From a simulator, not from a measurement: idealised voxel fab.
A process module follows: voxel released beams.
Square cells of 5 nm make up the cross-section cut, whose width is 300 nm.
Cross-sections here: square-cell grids, written as top-down lists of bands, a band being one or more rows of cells.
The entry gives the band's vertical extent as a top height and a bottom height in nm, then its horizontal make-up as materials from left to right, each with a width in nm. "air" stands for empty space; a single material marked "everywhere" fills the band edge to edge.
For the purposes of this specification, 0 denotes the height below which the wafer in its as-received condition is composed wholly of one material, and the lowermost band, lacking a lower limit, extends downward without end, as expressed in "0..down".
A width given as "30->40" starts at the first number in the band's top row and ends at the second number in its bottom row, shifting by an equal amount at every step from row to row.
The designation "same as before", where it is given for a processing step, indicates that no cell of the cross-section was altered in the course of that step.
"Sealed internal voids" - sealed voids, min. 8 cells, no opening to top; format: width x height at distance (distance from left edge; nm throughout).
Where a step's line continues beyond its settings, the continuation is a remark by the simulator itself on that step.
If you see "overlay nm" on a step's line and that step has a mask, it's telling you how far right of where it was planned the mask ended up; a negative number means it went left instead.
Intended process steps:
1: op RECEIVE | material Si
2: op CONFORMAL_DEP | material SiN | thk nm 10
3: op DIRECTIONAL_DEP | material SiO2 | thk nm 20
4: op MASKED_ETCH | tone open | mask id ANCHOR | width nm 40 | etch materials SiO2 | depth nm 20 | overlay nm 0
5: op CONFORMAL_DEP | material W | thk nm 15
6: op DIRECTIONAL_DEP | material aC | thk nm 15
7: op PATTERN | tone cover | mask id BEAM | material resist | width nm 100 | thk nm 30 | overlay nm 0
8: op DIRECTIONAL_ETCH | etch materials aC | depth nm 15
9: op STRIP | etch materials resist
10: op DIRECTIONAL_ETCH | etch materials W | depth nm 15
11: op STRIP | etch materials aC
12: op STRIP | etch materials SiO2
So this is the incoming wafer in cross-section - it's already been through step 1:
* 0..down | Si everywhere
* Sealed internal voids: none
Final wafer profile in cross-section after the module, from the same start and plan as above, with one mistake made during processing:
* 35..20 | air 95 nm, then W 20 nm, then air 10 nm, then W 70 nm, then air 105 nm
* 20..15 | air 100 nm, then W 15 nm, then air 10 nm, then W 15 nm, then air 160 nm
* 15..0 | air 100 nm, then W 40 nm, then air 160 nm
* 0..down | Si everywhere
* Sealed internal voids: none
Plan not followed: it should be noted that step 2 of the plan was omitted and was not performed
